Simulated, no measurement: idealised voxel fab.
voxel wiring stack: a process module
The cross-section on display is named cut; it measures 190 nm wide, and its cells are 5 nm squares.
Think of the cross-section as a grid of square cells. We describe it in bands, top to bottom, and each band covers one or more rows of those cells.
A band entry consists of two parts. The first gives the height of the band's top and the height of its bottom, in nm. The rest lists the band's materials from left to right, each with its width in nm. A single material labelled with the word "everywhere" fills the band from edge to edge, and the word "empty" marks empty space.
Heights from 0 (as-received wafer is one material below). Bottom band endless downward, as "0 -> down".
Read "30..40" as a graded width: first number on top, second number at the bottom, same change between each pair of neighbouring rows.
Take "stayed the same" at face value: in the step it is given for, the cross-section changed in none of its cells.
The entry titled "Unvented cavities" provides the empty spaces that have no open way to the top, restricted to those of 8 cells or more. Each is presented as width x height at distance, the distance being measured from the left edge, with all three in nm.
The remark found on a step's line after its settings is issued by the simulator itself and pertains to that step.
When a step includes a mask, the "overlay nm" setting on its line states how far to the right of its planned place that mask lay, and negative values state how far to the left.
Process steps foreseen in the plan
1) RECEIVE (material Si)
2) CONFORMAL_DEP (material SiO2; thk nm 10)
3) DIRECTIONAL_DEP (material TiN; thk nm 5)
4) DIRECTIONAL_DEP (material Ru; thk nm 25)
5) PATTERN (tone cover; mask id METAL_1; material resist; width nm 25; pitch nm 40; thk nm 15; overlay nm 0)
6) DIRECTIONAL_ETCH (etch materials Ru; depth nm 25)
7) DIRECTIONAL_ETCH (etch materials TiN; depth nm 5)
8) STRIP (etch materials resist)
9) CONFORMAL_DEP (material SiCN; thk nm 5)
10) FILL_DEP (material SiO2; thk nm 10)
11) CMP (height nm 40)
12) CONFORMAL_DEP (material SiCN; thk nm 5)
13) DIRECTIONAL_DEP (material SiO2; thk nm 5)
14) MASKED_ETCH (tone open; mask id PLUG_1; width nm 15; pitch nm 40; etch materials SiO2; depth nm 10; overlay nm 0)
15) MASKED_ETCH (tone open; mask id PLUG_1; width nm 15; pitch nm 40; etch materials SiCN; depth nm 5; overlay nm 0)
16) CONFORMAL_DEP (material TiN; thk nm 5)
17) FILL_DEP (material W; thk nm 10)
18) CMP (height nm 55)
19) CONFORMAL_DEP (material SiN; thk nm 5)
20) DIRECTIONAL_DEP (material SiO2; thk nm 20)
21) DIRECTIONAL_DEP (material aC; thk nm 15)
22) PATTERN (tone open; mask id METAL_2; material resist; width nm 25; pitch nm 40; thk nm 30; overlay nm 0)
23) DIRECTIONAL_ETCH (etch materials aC; depth nm 15)
24) STRIP (etch materials resist)
25) DIRECTIONAL_ETCH (etch materials SiO2; depth nm 20)
26) DIRECTIONAL_ETCH (etch materials SiN; depth nm 5)
27) STRIP (etch materials aC)
28) CONFORMAL_DEP (material TiN; thk nm 5)
29) FILL_DEP (material Cu; thk nm 10)
30) CMP (height nm 80)
31) EPI (material Ru; thk nm 5)
32) FILL_DEP (material SiCN; thk nm 5)
All wafers enter the flow in the same state. The thk nm at step 13 differs from wafer to wafer, and the plan gives the value for the first wafer.
Received condition of the first of several wafers, sectioned: post-step 1
	0 -> down: Si everywhere
	Unvented cavities: none
Take any row and you have a wafer at the end of the module: how many cells of each material it has gained (+) or lost (-) since it was received, and then its closed voids
thk nm 5 | +36 Cu | +96 Ru | +137 SiCN | +23 SiN | +282 SiO2 | +104 TiN | +6 W | Unvented cavities: none
thk nm 10 | +36 Cu | +96 Ru | +137 SiCN | +23 SiN | +311 SiO2 | +75 TiN | +6 W | Unvented cavities: none
thk nm 15 | +36 Cu | +96 Ru | +146 SiCN | +23 SiN | +320 SiO2 | +63 TiN | Unvented cavities: none
thk nm 20 | +36 Cu | +96 Ru | +146 SiCN | +23 SiN | +329 SiO2 | +54 TiN | Unvented cavities: none
thk nm 25 | +36 Cu | +96 Ru | +146 SiCN | +23 SiN | +329 SiO2 | +54 TiN | Unvented cavities: none
